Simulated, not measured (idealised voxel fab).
This is a process module. Its name is voxel transistor to metal.
In the cross-section labelled cut, the width is 285 nm and each square cell is 5 nm.
Notation: cross-section as square-cell grid; stated in bands, top first, going down; one or more cell rows per band. A band entry consists of two parts. The first gives the height of the band's top and the height of its bottom, in nm. The rest lists the band's materials from left to right, each with its width in nm. A single material labelled with the word "edge to edge" fills the band from edge to edge, and the word "empty" marks empty space. Height is counted from the level 0, under which the received wafer is composed throughout of one material. The lowest of the bands is not closed at the bottom but continues downward, in the notation "0 down". A width such as "30->40" changes by the same amount from each row of cells to the next, from the band's top row to its bottom row. No cell of the cross-section changed in a step that is given as "no change occurred". Any empty space of 8 cells or more lacking an open way to the top shows up in "Enclosed empty spaces" as width x height at distance, distance from the left edge, in nm. What comes after the settings on a step's line is commentary from the simulator itself on that step. The setting "overlay nm" may be written on the line of a step. When the step uses a mask, the value reports how far to the right of the planned place the mask lay, and a negative value reports that it lay to the left.

## The planned process steps are enumerated hereunder
1 RECEIVE [material Si]
2 CONFORMAL_DEP [material SiO2] [thk nm 5]
3 CONFORMAL_DEP [material SiN] [thk nm 10]
4 PATTERN [tone cover] [mask id ACTIVE] [material resist] [width nm 105] [pitch nm 135] [thk nm 20] [overlay nm 0]
5 DIRECTIONAL_ETCH [etch materials SiN] [depth nm 10]
6 DIRECTIONAL_ETCH [etch materials SiO2] [depth nm 5]
7 DIRECTIONAL_ETCH [etch materials Si] [depth nm 35]
8 STRIP [etch materials resist]
9 OXIDIZE [depth nm 5]
10 FILL_DEP [material SiO2] [thk nm 10]
11 CMP [height nm 15]
12 SELECTIVE_ETCH [etch materials SiO2] [depth nm 10]
13 STRIP [etch materials SiN]
14 SELECTIVE_ETCH [etch materials SiO2] [depth nm 5]
15 OXIDIZE [depth nm 5]
16 DIRECTIONAL_DEP [material polySi] [thk nm 25]
17 DIRECTIONAL_DEP [material SiCN] [thk nm 15]
18 MASKED_ETCH [tone cover] [mask id GATE] [width nm 25] [pitch nm 135] [etch materials SiCN] [depth nm 25] [overlay nm 0]
19 MASKED_ETCH [tone cover] [mask id GATE] [width nm 25] [pitch nm 135] [etch materials polySi] [depth nm 35] [overlay nm 0]
20 CONFORMAL_DEP [material SiN] [thk nm 5]
21 DIRECTIONAL_ETCH [etch materials SiN] [depth nm 5]
22 DIRECTIONAL_ETCH [etch materials SiO2] [depth nm 5]
23 DIRECTIONAL_ETCH [etch materials Si] [depth nm 10]
24 EPI [material nSi] [thk nm 10]
25 FILL_DEP [material SiO2] [thk nm 5]
26 CMP [height nm 40]
27 DIRECTIONAL_DEP [material SiO2] [thk nm 15]
28 PATTERN [tone open] [mask id CONTACT] [material resist] [width nm 15] [thk nm 20] [overlay nm 0]
29 DIRECTIONAL_ETCH [etch materials SiO2] [depth nm 60]
30 STRIP [etch materials resist]
31 CONFORMAL_DEP [material TiN] [thk nm 5]
32 FILL_DEP [material W] [thk nm 5]
33 CMP [height nm 55]
34 CONFORMAL_DEP [material SiCN] [thk nm 5]
35 DIRECTIONAL_DEP [material lowk] [thk nm 25]
36 PATTERN [tone open] [mask id METAL_1] [material resist] [width nm 15] [thk nm 15] [overlay nm 0]
37 DIRECTIONAL_ETCH [etch materials lowk] [depth nm 25]
38 DIRECTIONAL_ETCH [etch materials SiCN] [depth nm 5]
39 STRIP [etch materials resist]
40 CONFORMAL_DEP [material TiN] [thk nm 5]
41 FILL_DEP [material Ru] [thk nm 10]
42 CMP [height nm 85]
43 CONFORMAL_DEP [material SiCN] [thk nm 5]

## Account of the first of two wafers, which was processed as intended

## Cross-section: wafer on arrival = after step 1
    0 down  Si edge to edge
    Enclosed empty spaces: none

## Wafer after step 2 (cross-section)
    5 to 0  SiO2 edge to edge
    All layers under 0 are left as they were.

## Wafer after step 3 (cross-section)
    15 to 5  SiN edge to edge
    All layers under 5 are left as they were.

## Wafer after step 4 (cross-section)
    35 to 15  empty (20); resist (105); empty (30); resist (105); empty (25)
    All layers under 15 are left as they were.

## Wafer after step 5 (cross-section)
    35 to 15  empty (20); resist (105); empty (30); resist (105); empty (25)
    15 to 5  empty (20); SiN (105); empty (30); SiN (105); empty (25)
    All layers under 5 are left as they were.

## Wafer after step 6 (cross-section)
    35 to 15  empty (20); resist (105); empty (30); resist (105); empty (25)
    15 to 5  empty (20); SiN (105); empty (30); SiN (105); empty (25)
    5 to 0  empty (20); SiO2 (105); empty (30); SiO2 (105); empty (25)
    All layers under 0 are left as they were.

## Wafer after step 7 (cross-section)
    35 to 15  empty (20); resist (105); empty (30); resist (105); empty (25)
    15 to 5  empty (20); SiN (105); empty (30); SiN (105); empty (25)
    5 to 0  empty (20); SiO2 (105); empty (30); SiO2 (105); empty (25)
    0 to -35  empty (20); Si (105); empty (30); Si (105); empty (25)
    All layers under -35 are left as they were.

## Wafer after step 8 (cross-section)
    15 to 5  empty (20); SiN (105); empty (30); SiN (105); empty (25)
    All layers under 5 are left as they were.

## Wafer after step 9 (cross-section)
    15 to 5  empty (20); SiN (105); empty (30); SiN (105); empty (25)
    5 to 0  empty (20); SiO2 (105); empty (30); SiO2 (105); empty (25)
    0 to -35  empty (20); SiO2 (5); Si (95); SiO2 (5); empty (30); SiO2 (5); Si (95); SiO2 (5); empty (25)
    -35 to -40  SiO2 (25); Si (95); SiO2 (40); Si (95); SiO2 (30)
    All layers under -40 are left as they were.

## Wafer after step 10 (cross-section)
    25 to 15  SiO2 edge to edge
    15 to 5  SiO2 (20); SiN (105); SiO2 (30); SiN (105); SiO2 (25)
    5 to 0  SiO2 edge to edge
    0 to -40  SiO2 (25); Si (95); SiO2 (40); Si (95); SiO2 (30)
    All layers under -40 are left as they were.

## Wafer after step 11 (cross-section)
    15 to 5  SiO2 (20); SiN (105); SiO2 (30); SiN (105); SiO2 (25)
    All layers under 5 are left as they were.

## Wafer after step 12 (cross-section)
    15 to 5  empty (20); SiN (105); empty (30); SiN (105); empty (25)
    All layers under 5 are left as they were.

## Wafer after step 13 (cross-section)
    5 to 0  SiO2 edge to edge
    All layers under 0 are left as they were.

## Wafer after step 14 (cross-section)
    0 to -40  SiO2 (25); Si (95); SiO2 (40); Si (95); SiO2 (30)
    All layers under -40 are left as they were.

## Wafer after step 15 (cross-section)
    0 to -5  SiO2 edge to edge
    All layers under -5 are left as they were.

## Wafer after step 16 (cross-section)
    25 to 0  polySi edge to edge
    All layers under 0 are left as they were.

## Wafer after step 17 (cross-section)
    40 to 25  SiCN edge to edge
    All layers under 25 are left as they were.

## Wafer after step 18 (cross-section)
    40 to 25  empty (60); SiCN (25); empty (110); SiCN (25); empty (65)
    All layers under 25 are left as they were.

## Wafer after step 19 (cross-section)
    40 to 25  empty (60); SiCN (25); empty (110); SiCN (25); empty (65)
    25 to 0  empty (60); polySi (25); empty (110); polySi (25); empty (65)
    All layers under 0 are left as they were.

## Wafer after step 20 (cross-section)
    45 to 40  empty (55); SiN (35); empty (100); SiN (35); empty (60)
    40 to 25  empty (55); SiN (5); SiCN (25); SiN (5); empty (100); SiN (5); SiCN (25); SiN (5); empty (60)
    25 to 5  empty (55); SiN (5); polySi (25); SiN (5); empty (100); SiN (5); polySi (25); SiN (5); empty (60)
    5 to 0  SiN (60); polySi (25); SiN (110); polySi (25); SiN (65)
    All layers under 0 are left as they were.

## Wafer after step 21 (cross-section)
    40 to 25  empty (55); SiN (5); SiCN (25); SiN (5); empty (100); SiN (5); SiCN (25); SiN (5); empty (60)
    25 to 0  empty (55); SiN (5); polySi (25); SiN (5); empty (100); SiN (5); polySi (25); SiN (5); empty (60)
    All layers under 0 are left as they were.

## Wafer after step 22 (cross-section)
    40 to 25  empty (55); SiN (5); SiCN (25); SiN (5); empty (100); SiN (5); SiCN (25); SiN (5); empty (60)
    25 to 0  empty (55); SiN (5); polySi (25); SiN (5); empty (100); SiN (5); polySi (25); SiN (5); empty (60)
    0 to -5  empty (55); SiO2 (35); empty (100); SiO2 (35); empty (60)
    All layers under -5 are left as they were.

## Wafer after step 23 (cross-section)
    40 to 25  empty (55); SiN (5); SiCN (25); SiN (5); empty (100); SiN (5); SiCN (25); SiN (5); empty (60)
    25 to 0  empty (55); SiN (5); polySi (25); SiN (5); empty (100); SiN (5); polySi (25); SiN (5); empty (60)
    0 to -5  empty (55); SiO2 (35); empty (100); SiO2 (35); empty (60)
    -5 to -15  SiO2 (25); empty (30); Si (35); empty (30); SiO2 (40); empty (30); Si (35); empty (30); SiO2 (30)
    All layers under -15 are left as they were.

## Wafer after step 24 (cross-section)
    40 to 25  empty (55); SiN (5); SiCN (25); SiN (5); empty (100); SiN (5); SiCN (25); SiN (5); empty (60)
    25 to 5  empty (55); SiN (5); polySi (25); SiN (5); empty (100); SiN (5); polySi (25); SiN (5); empty (60)
    5 to 0  empty (45); nSi (10); SiN (5); polySi (25); SiN (5); nSi (10); empty (80); nSi (10); SiN (5); polySi (25); SiN (5); nSi (10); empty (50)
    0 to -5  empty (45); nSi (10); SiO2 (35); nSi (10); empty (80); nSi (10); SiO2 (35); nSi (10); empty (50)
    -5 to -15  SiO2 (25); nSi (30); Si (35); nSi (30); SiO2 (40); nSi (30); Si (35); nSi (30); SiO2 (30)
    All layers under -15 are left as they were.

## Wafer after step 25 (cross-section)
    45 to 40  SiO2 edge to edge
    40 to 25  SiO2 (55); SiN (5); SiCN (25); SiN (5); SiO2 (100); SiN (5); SiCN (25); SiN (5); SiO2 (60)
    25 to 5  SiO2 (55); SiN (5); polySi (25); SiN (5); SiO2 (100); SiN (5); polySi (25); SiN (5); SiO2 (60)
    5 to 0  SiO2 (45); nSi (10); SiN (5); polySi (25); SiN (5); nSi (10); SiO2 (80); nSi (10); SiN (5); polySi (25); SiN (5); nSi (10); SiO2 (50)
    0 to -5  SiO2 (45); nSi (10); SiO2 (35); nSi (10); SiO2 (80); nSi (10); SiO2 (35); nSi (10); SiO2 (50)
    All layers under -5 are left as they were.

## Wafer after step 26 (cross-section)
    40 to 25  SiO2 (55); SiN (5); SiCN (25); SiN (5); SiO2 (100); SiN (5); SiCN (25); SiN (5); SiO2 (60)
    All layers under 25 are left as they were.

## Wafer after step 27 (cross-section)
    55 to 40  SiO2 edge to edge
    All layers under 40 are left as they were.

## Wafer after step 28 (cross-section)
    75 to 55  resist (25); empty (15); resist (65); empty (15); resist (40); empty (15); resist (65); empty (15); resist (30)
    All layers under 55 are left as they were.

## Wafer after step 29 (cross-section)
    75 to 55  resist (25); empty (15); resist (65); empty (15); resist (40); empty (15); resist (65); empty (15); resist (30)
    55 to 40  SiO2 (25); empty (15); SiO2 (65); empty (15); SiO2 (40); empty (15); SiO2 (65); empty (15); SiO2 (30)
    40 to 25  SiO2 (25); empty (15); SiO2 (15); SiN (5); SiCN (25); SiN (5); SiO2 (15); empty (15); SiO2 (40); empty (15); SiO2 (15); SiN (5); SiCN (25); SiN (5); SiO2 (15); empty (15); SiO2 (30)
    25 to 5  SiO2 (25); empty (15); SiO2 (15); SiN (5); polySi (25); SiN (5); SiO2 (15); empty (15); SiO2 (40); empty (15); SiO2 (15); SiN (5); polySi (25); SiN (5); SiO2 (15); empty (15); SiO2 (30)
    5 to 0  SiO2 (25); empty (15); SiO2 (5); nSi (10); SiN (5); polySi (25); SiN (5); nSi (10); SiO2 (5); empty (15); SiO2 (40); empty (15); SiO2 (5); nSi (10); SiN (5); polySi (25); SiN (5); nSi (10); SiO2 (5); empty (15); SiO2 (30)
    0 to -5  SiO2 (25); empty (15); SiO2 (5); nSi (10); SiO2 (35); nSi (10); SiO2 (5); empty (15); SiO2 (40); empty (15); SiO2 (5); nSi (10); SiO2 (35); nSi (10); SiO2 (5); empty (15); SiO2 (30)
    All layers under -5 are left as they were.

## Wafer after step 30 (cross-section)
    55 to 40  SiO2 (25); empty (15); SiO2 (65); empty (15); SiO2 (40); empty (15); SiO2 (65); empty (15); SiO2 (30)
    All layers under 40 are left as they were.

## Wafer after step 31 (cross-section)
    60 to 55  TiN (30); empty (5); TiN (75); empty (5); TiN (50); empty (5); TiN (75); empty (5); TiN (35)
    55 to 40  SiO2 (25); TiN (5); empty (5); TiN (5); SiO2 (65); TiN (5); empty (5); TiN (5); SiO2 (40); TiN (5); empty (5); TiN (5); SiO2 (65); TiN (5); empty (5); TiN (5); SiO2 (30)
    40 to 25  SiO2 (25); TiN (5); empty (5); TiN (5); SiO2 (15); SiN (5); SiCN (25); SiN (5); SiO2 (15); TiN (5); empty (5); TiN (5); SiO2 (40); TiN (5); empty (5); TiN (5); SiO2 (15); SiN (5); SiCN (25); SiN (5); SiO2 (15); TiN (5); empty (5); TiN (5); SiO2 (30)
    25 to 5  SiO2 (25); TiN (5); empty (5); TiN (5); SiO2 (15); SiN (5); polySi (25); SiN (5); SiO2 (15); TiN (5); empty (5); TiN (5); SiO2 (40); TiN (5); empty (5); TiN (5); SiO2 (15); SiN (5); polySi (25); SiN (5); SiO2 (15); TiN (5); empty (5); TiN (5); SiO2 (30)
    5 to 0  SiO2 (25); TiN (5); empty (5); TiN (5); SiO2 (5); nSi (10); SiN (5); polySi (25); SiN (5); nSi (10); SiO2 (5); TiN (5); empty (5); TiN (5); SiO2 (40); TiN (5); empty (5); TiN (5); SiO2 (5); nSi (10); SiN (5); polySi (25); SiN (5); nSi (10); SiO2 (5); TiN (5); empty (5); TiN (5); SiO2 (30)
    0 to -5  SiO2 (25); TiN (15); SiO2 (5); nSi (10); SiO2 (35); nSi (10); SiO2 (5); TiN (15); SiO2 (40); TiN (15); SiO2 (5); nSi (10); SiO2 (35); nSi (10); SiO2 (5); TiN (15); SiO2 (30)
    All layers under -5 are left as they were.

## Wafer after step 32 (cross-section)
    65 to 60  W edge to edge
    60 to 55  TiN (30); W (5); TiN (75); W (5); TiN (50); W (5); TiN (75); W (5); TiN (35)
    55 to 40  SiO2 (25); TiN (5); W (5); TiN (5); SiO2 (65); TiN (5); W (5); TiN (5); SiO2 (40); TiN (5); W (5); TiN (5); SiO2 (65); TiN (5); W (5); TiN (5); SiO2 (30)
    40 to 25  SiO2 (25); TiN (5); W (5); TiN (5); SiO2 (15); SiN (5); SiCN (25); SiN (5); SiO2 (15); TiN (5); W (5); TiN (5); SiO2 (40); TiN (5); W (5); TiN (5); SiO2 (15); SiN (5); SiCN (25); SiN (5); SiO2 (15); TiN (5); W (5); TiN (5); SiO2 (30)
    25 to 5  SiO2 (25); TiN (5); W (5); TiN (5); SiO2 (15); SiN (5); polySi (25); SiN (5); SiO2 (15); TiN (5); W (5); TiN (5); SiO2 (40); TiN (5); W (5); TiN (5); SiO2 (15); SiN (5); polySi (25); SiN (5); SiO2 (15); TiN (5); W (5); TiN (5); SiO2 (30)
    5 to 0  SiO2 (25); TiN (5); W (5); TiN (5); SiO2 (5); nSi (10); SiN (5); polySi (25); SiN (5); nSi (10); SiO2 (5); TiN (5); W (5); TiN (5); SiO2 (40); TiN (5); W (5); TiN (5); SiO2 (5); nSi (10); SiN (5); polySi (25); SiN (5); nSi (10); SiO2 (5); TiN (5); W (5); TiN (5); SiO2 (30)
    All layers under 0 are left as they were.

## Wafer after step 33 (cross-section)
    55 to 40  SiO2 (25); TiN (5); W (5); TiN (5); SiO2 (65); TiN (5); W (5); TiN (5); SiO2 (40); TiN (5); W (5); TiN (5); SiO2 (65); TiN (5); W (5); TiN (5); SiO2 (30)
    All layers under 40 are left as they were.

## Wafer after step 34 (cross-section)
    60 to 55  SiCN edge to edge
    All layers under 55 are left as they were.

## Wafer after step 35 (cross-section)
    85 to 60  lowk edge to edge
    All layers under 60 are left as they were.

## Wafer after step 36 (cross-section)
    100 to 85  resist (25); empty (15); resist (65); empty (15); resist (40); empty (15); resist (65); empty (15); resist (30)
    All layers under 85 are left as they were.

## Wafer after step 37 (cross-section)
    100 to 85  resist (25); empty (15); resist (65); empty (15); resist (40); empty (15); resist (65); empty (15); resist (30)
    85 to 60  lowk (25); empty (15); lowk (65); empty (15); lowk (40); empty (15); lowk (65); empty (15); lowk (30)
    All layers under 60 are left as they were.

## Wafer after step 38 (cross-section)
    100 to 85  resist (25); empty (15); resist (65); empty (15); resist (40); empty (15); resist (65); empty (15); resist (30)
    85 to 60  lowk (25); empty (15); lowk (65); empty (15); lowk (40); empty (15); lowk (65); empty (15); lowk (30)
    60 to 55  SiCN (25); empty (15); SiCN (65); empty (15); SiCN (40); empty (15); SiCN (65); empty (15); SiCN (30)
    All layers under 55 are left as they were.

## Wafer after step 39 (cross-section)
    85 to 60  lowk (25); empty (15); lowk (65); empty (15); lowk (40); empty (15); lowk (65); empty (15); lowk (30)
    All layers under 60 are left as they were.

## Wafer after step 40 (cross-section)
    90 to 85  TiN (30); empty (5); TiN (75); empty (5); TiN (50); empty (5); TiN (75); empty (5); TiN (35)
    85 to 60  lowk (25); TiN (5); empty (5); TiN (5); lowk (65); TiN (5); empty (5); TiN (5); lowk (40); TiN (5); empty (5); TiN (5); lowk (65); TiN (5); empty (5); TiN (5); lowk (30)
    60 to 55  SiCN (25); TiN (15); SiCN (65); TiN (15); SiCN (40); TiN (15); SiCN (65); TiN (15); SiCN (30)
    All layers under 55 are left as they were.

## Wafer after step 41 (cross-section)
    100 to 90  Ru edge to edge
    90 to 85  TiN (30); Ru (5); TiN (75); Ru (5); TiN (50); Ru (5); TiN (75); Ru (5); TiN (35)
    85 to 60  lowk (25); TiN (5); Ru (5); TiN (5); lowk (65); TiN (5); Ru (5); TiN (5); lowk (40); TiN (5); Ru (5); TiN (5); lowk (65); TiN (5); Ru (5); TiN (5); lowk (30)
    All layers under 60 are left as they were.

## Wafer after step 42 (cross-section)
    85 to 60  lowk (25); TiN (5); Ru (5); TiN (5); lowk (65); TiN (5); Ru (5); TiN (5); lowk (40); TiN (5); Ru (5); TiN (5); lowk (65); TiN (5); Ru (5); TiN (5); lowk (30)
    All layers under 60 are left as they were.

## Wafer after step 43 (cross-section)
    90 to 85  SiCN edge to edge
    All layers under 85 are left as they were.

## Second wafer, same starting conditions and recipe as the first, one mistake in executing it, nothing differs from the first up to and including step 17

## Second wafer cross-section, taken as of the time the plan sets for step 18 to be done
    40 to 25  empty (65); SiCN (25); empty (110); SiCN (25); empty (60)
    All layers under 25 are left as they were.

## Second wafer cross-section, taken as of the time the plan sets for step 19 to be done
    40 to 25  empty (65); SiCN (25); empty (110); SiCN (25); empty (60)
    25 to 0  empty (60); polySi (30); empty (105); polySi (30); empty (60)
    All layers under 0 are left as they were.

## Second wafer cross-section, taken as of the time the plan sets for step 20 to be done
    45 to 40  empty (60); SiN (35); empty (100); SiN (35); empty (55)
    40 to 30  empty (60); SiN (5); SiCN (25); SiN (5); empty (100); SiN (5); SiCN (25); SiN (5); empty (55)
    30 to 25  empty (55); SiN (10); SiCN (25); SiN (5); empty (95); SiN (10); SiCN (25); SiN (5); empty (55)
    25 to 5  empty (55); SiN (5); polySi (30); SiN (5); empty (95); SiN (5); polySi (30); SiN (5); empty (55)
    5 to 0  SiN (60); polySi (30); SiN (105); polySi (30); SiN (60)
    All layers under 0 are left as they were.

## Second wafer cross-section, taken as of the time the plan sets for step 21 to be done
    40 to 25  empty (60); SiN (5); SiCN (25); SiN (5); empty (100); SiN (5); SiCN (25); SiN (5); empty (55)
    25 to 0  empty (55); SiN (5); polySi (30); SiN (5); empty (95); SiN (5); polySi (30); SiN (5); empty (55)
    All layers under 0 are left as they were.

## Second wafer cross-section, taken as of the time the plan sets for step 22 to be done
    40 to 25  empty (60); SiN (5); SiCN (25); SiN (5); empty (100); SiN (5); SiCN (25); SiN (5); empty (55)
    25 to 0  empty (55); SiN (5); polySi (30); SiN (5); empty (95); SiN (5); polySi (30); SiN (5); empty (55)
    0 to -5  empty (55); SiO2 (40); empty (95); SiO2 (40); empty (55)
    All layers under -5 are left as they were.

## Second wafer cross-section, taken as of the time the plan sets for step 23 to be done
    40 to 25  empty (60); SiN (5); SiCN (25); SiN (5); empty (100); SiN (5); SiCN (25); SiN (5); empty (55)
    25 to 0  empty (55); SiN (5); polySi (30); SiN (5); empty (95); SiN (5); polySi (30); SiN (5); empty (55)
    0 to -5  empty (55); SiO2 (40); empty (95); SiO2 (40); empty (55)
    -5 to -15  SiO2 (25); empty (30); Si (40); empty (25); SiO2 (40); empty (30); Si (40); empty (25); SiO2 (30)
    All layers under -15 are left as they were.

## Second wafer cross-section, taken as of the time the plan sets for step 24 to be done
    40 to 25  empty (60); SiN (5); SiCN (25); SiN (5); empty (100); SiN (5); SiCN (25); SiN (5); empty (55)
    25 to 5  empty (55); SiN (5); polySi (30); SiN (5); empty (95); SiN (5); polySi (30); SiN (5); empty (55)
    5 to 0  empty (45); nSi (10); SiN (5); polySi (30); SiN (5); nSi (10); empty (75); nSi (10); SiN (5); polySi (30); SiN (5); nSi (10); empty (45)
    0 to -5  empty (45); nSi (10); SiO2 (40); nSi (10); empty (75); nSi (10); SiO2 (40); nSi (10); empty (45)
    -5 to -15  SiO2 (25); nSi (30); Si (40); nSi (25); SiO2 (40); nSi (30); Si (40); nSi (25); SiO2 (30)
    All layers under -15 are left as they were.

## Second wafer cross-section, taken as of the time the plan sets for step 25 to be done
    45 to 40  SiO2 edge to edge
    40 to 25  SiO2 (60); SiN (5); SiCN (25); SiN (5); SiO2 (100); SiN (5); SiCN (25); SiN (5); SiO2 (55)
    25 to 5  SiO2 (55); SiN (5); polySi (30); SiN (5); SiO2 (95); SiN (5); polySi (30); SiN (5); SiO2 (55)
    5 to 0  SiO2 (45); nSi (10); SiN (5); polySi (30); SiN (5); nSi (10); SiO2 (75); nSi (10); SiN (5); polySi (30); SiN (5); nSi (10); SiO2 (45)
    0 to -5  SiO2 (45); nSi (10); SiO2 (40); nSi (10); SiO2 (75); nSi (10); SiO2 (40); nSi (10); SiO2 (45)
    All layers under -5 are left as they were.

## Second wafer cross-section, taken as of the time the plan sets for step 26 to be done
    40 to 25  SiO2 (60); SiN (5); SiCN (25); SiN (5); SiO2 (100); SiN (5); SiCN (25); SiN (5); SiO2 (55)
    All layers under 25 are left as they were.

## Second wafer cross-section, taken as of the time the plan sets for step 27 to be done
    55 to 40  SiO2 edge to edge
    All layers under 40 are left as they were.

## Second wafer cross-section, taken as of the time the plan sets for step 28 to be done
    75 to 55  resist (25); empty (15); resist (65); empty (15); resist (40); empty (15); resist (65); empty (15); resist (30)
    All layers under 55 are left as they were.

## Second wafer cross-section, taken as of the time the plan sets for step 29 to be done
    75 to 55  resist (25); empty (15); resist (65); empty (15); resist (40); empty (15); resist (65); empty (15); resist (30)
    55 to 40  SiO2 (25); empty (15); SiO2 (65); empty (15); SiO2 (40); empty (15); SiO2 (65); empty (15); SiO2 (30)
    40 to 25  SiO2 (25); empty (15); SiO2 (20); SiN (5); SiCN (25); SiN (5); SiO2 (10); empty (15); SiO2 (40); empty (15); SiO2 (20); SiN (5); SiCN (25); SiN (5); SiO2 (10); empty (15); SiO2 (30)
    25 to 5  SiO2 (25); empty (15); SiO2 (15); SiN (5); polySi (30); SiN (5); SiO2 (10); empty (15); SiO2 (40); empty (15); SiO2 (15); SiN (5); polySi (30); SiN (5); SiO2 (10); empty (15); SiO2 (30)
    5 to 0  SiO2 (25); empty (15); SiO2 (5); nSi (10); SiN (5); polySi (30); SiN (5); nSi (10); empty (15); SiO2 (40); empty (15); SiO2 (5); nSi (10); SiN (5); polySi (30); SiN (5); nSi (10); empty (15); SiO2 (30)
    0 to -5  SiO2 (25); empty (15); SiO2 (5); nSi (10); SiO2 (40); nSi (10); empty (15); SiO2 (40); empty (15); SiO2 (5); nSi (10); SiO2 (40); nSi (10); empty (15); SiO2 (30)
    All layers under -5 are left as they were.

## Second wafer cross-section, taken as of the time the plan sets for step 30 to be done
    55 to 40  SiO2 (25); empty (15); SiO2 (65); empty (15); SiO2 (40); empty (15); SiO2 (65); empty (15); SiO2 (30)
    All layers under 40 are left as they were.

## Second wafer cross-section, taken as of the time the plan sets for step 31 to be done
    60 to 55  TiN (30); empty (5); TiN (75); empty (5); TiN (50); empty (5); TiN (75); empty (5); TiN (35)
    55 to 40  SiO2 (25); TiN (5); empty (5); TiN (5); SiO2 (65); TiN (5); empty (5); TiN (5); SiO2 (40); TiN (5); empty (5); TiN (5); SiO2 (65); TiN (5); empty (5); TiN (5); SiO2 (30)
    40 to 25  SiO2 (25); TiN (5); empty (5); TiN (5); SiO2 (20); SiN (5); SiCN (25); SiN (5); SiO2 (10); TiN (5); empty (5); TiN (5); SiO2 (40); TiN (5); empty (5); TiN (5); SiO2 (20); SiN (5); SiCN (25); SiN (5); SiO2 (10); TiN (5); empty (5); TiN (5); SiO2 (30)
    25 to 5  SiO2 (25); TiN (5); empty (5); TiN (5); SiO2 (15); SiN (5); polySi (30); SiN (5); SiO2 (10); TiN (5); empty (5); TiN (5); SiO2 (40); TiN (5); empty (5); TiN (5); SiO2 (15); SiN (5); polySi (30); SiN (5); SiO2 (10); TiN (5); empty (5); TiN (5); SiO2 (30)
    5 to 0  SiO2 (25); TiN (5); empty (5); TiN (5); SiO2 (5); nSi (10); SiN (5); polySi (30); SiN (5); nSi (10); TiN (5); empty (5); TiN (5); SiO2 (40); TiN (5); empty (5); TiN (5); SiO2 (5); nSi (10); SiN (5); polySi (30); SiN (5); nSi (10); TiN (5); empty (5); TiN (5); SiO2 (30)
    0 to -5  SiO2 (25); TiN (15); SiO2 (5); nSi (10); SiO2 (40); nSi (10); TiN (15); SiO2 (40); TiN (15); SiO2 (5); nSi (10); SiO2 (40); nSi (10); TiN (15); SiO2 (30)
    All layers under -5 are left as they were.

## Second wafer cross-section, taken as of the time the plan sets for step 32 to be done
    65 to 60  W edge to edge
    60 to 55  TiN (30); W (5); TiN (75); W (5); TiN (50); W (5); TiN (75); W (5); TiN (35)
    55 to 40  SiO2 (25); TiN (5); W (5); TiN (5); SiO2 (65); TiN (5); W (5); TiN (5); SiO2 (40); TiN (5); W (5); TiN (5); SiO2 (65); TiN (5); W (5); TiN (5); SiO2 (30)
    40 to 25  SiO2 (25); TiN (5); W (5); TiN (5); SiO2 (20); SiN (5); SiCN (25); SiN (5); SiO2 (10); TiN (5); W (5); TiN (5); SiO2 (40); TiN (5); W (5); TiN (5); SiO2 (20); SiN (5); SiCN (25); SiN (5); SiO2 (10); TiN (5); W (5); TiN (5); SiO2 (30)
    25 to 5  SiO2 (25); TiN (5); W (5); TiN (5); SiO2 (15); SiN (5); polySi (30); SiN (5); SiO2 (10); TiN (5); W (5); TiN (5); SiO2 (40); TiN (5); W (5); TiN (5); SiO2 (15); SiN (5); polySi (30); SiN (5); SiO2 (10); TiN (5); W (5); TiN (5); SiO2 (30)
    5 to 0  SiO2 (25); TiN (5); W (5); TiN (5); SiO2 (5); nSi (10); SiN (5); polySi (30); SiN (5); nSi (10); TiN (5); W (5); TiN (5); SiO2 (40); TiN (5); W (5); TiN (5); SiO2 (5); nSi (10); SiN (5); polySi (30); SiN (5); nSi (10); TiN (5); W (5); TiN (5); SiO2 (30)
    All layers under 0 are left as they were.

## Second wafer cross-section, taken as of the time the plan sets for step 33 to be done
    55 to 40  SiO2 (25); TiN (5); W (5); TiN (5); SiO2 (65); TiN (5); W (5); TiN (5); SiO2 (40); TiN (5); W (5); TiN (5); SiO2 (65); TiN (5); W (5); TiN (5); SiO2 (30)
    All layers under 40 are left as they were.

## Second wafer cross-section, taken as of the time the plan sets for step 34 to be done
    60 to 55  SiCN edge to edge
    All layers under 55 are left as they were.

## Second wafer cross-section, taken as of the time the plan sets for step 35 to be done
    85 to 60  lowk edge to edge
    All layers under 60 are left as they were.

## Second wafer cross-section, taken as of the time the plan sets for step 36 to be done
    100 to 85  resist (25); empty (15); resist (65); empty (15); resist (40); empty (15); resist (65); empty (15); resist (30)
    All layers under 85 are left as they were.

## Second wafer cross-section, taken as of the time the plan sets for step 37 to be done
    100 to 85  resist (25); empty (15); resist (65); empty (15); resist (40); empty (15); resist (65); empty (15); resist (30)
    85 to 60  lowk (25); empty (15); lowk (65); empty (15); lowk (40); empty (15); lowk (65); empty (15); lowk (30)
    All layers under 60 are left as they were.

## Second wafer cross-section, taken as of the time the plan sets for step 38 to be done
    100 to 85  resist (25); empty (15); resist (65); empty (15); resist (40); empty (15); resist (65); empty (15); resist (30)
    85 to 60  lowk (25); empty (15); lowk (65); empty (15); lowk (40); empty (15); lowk (65); empty (15); lowk (30)
    60 to 55  SiCN (25); empty (15); SiCN (65); empty (15); SiCN (40); empty (15); SiCN (65); empty (15); SiCN (30)
    All layers under 55 are left as they were.

## Second wafer cross-section, taken as of the time the plan sets for step 39 to be done
    85 to 60  lowk (25); empty (15); lowk (65); empty (15); lowk (40); empty (15); lowk (65); empty (15); lowk (30)
    All layers under 60 are left as they were.

## Second wafer cross-section, taken as of the time the plan sets for step 40 to be done
    90 to 85  TiN (30); empty (5); TiN (75); empty (5); TiN (50); empty (5); TiN (75); empty (5); TiN (35)
    85 to 60  lowk (25); TiN (5); empty (5); TiN (5); lowk (65); TiN (5); empty (5); TiN (5); lowk (40); TiN (5); empty (5); TiN (5); lowk (65); TiN (5); empty (5); TiN (5); lowk (30)
    60 to 55  SiCN (25); TiN (15); SiCN (65); TiN (15); SiCN (40); TiN (15); SiCN (65); TiN (15); SiCN (30)
    All layers under 55 are left as they were.

## Second wafer cross-section, taken as of the time the plan sets for step 41 to be done
    100 to 90  Ru edge to edge
    90 to 85  TiN (30); Ru (5); TiN (75); Ru (5); TiN (50); Ru (5); TiN (75); Ru (5); TiN (35)
    85 to 60  lowk (25); TiN (5); Ru (5); TiN (5); lowk (65); TiN (5); Ru (5); TiN (5); lowk (40); TiN (5); Ru (5); TiN (5); lowk (65); TiN (5); Ru (5); TiN (5); lowk (30)
    All layers under 60 are left as they were.

## Second wafer cross-section, taken as of the time the plan sets for step 42 to be done
    85 to 60  lowk (25); TiN (5); Ru (5); TiN (5); lowk (65); TiN (5); Ru (5); TiN (5); lowk (40); TiN (5); Ru (5); TiN (5); lowk (65); TiN (5); Ru (5); TiN (5); lowk (30)
    All layers under 60 are left as they were.

## Second wafer cross-section, taken as of the time the plan sets for step 43 to be done
    90 to 85  SiCN edge to edge
    All layers under 85 are left as they were.
Deviation noted in wafer processing: heads up, step 18 didn't go per plan, it actually ran as MASKED_ETCH [tone cover] [mask id GATE] [width nm 25] [pitch nm 135] [etch materials SiCN] [depth nm 25] [overlay nm 5]
Looking at both finished wafers in cells, the second ends up ahead of or behind the first on some materials: Si: 4 more, SiO2: 10 fewer, nSi: 4 fewer, polySi: 10 more
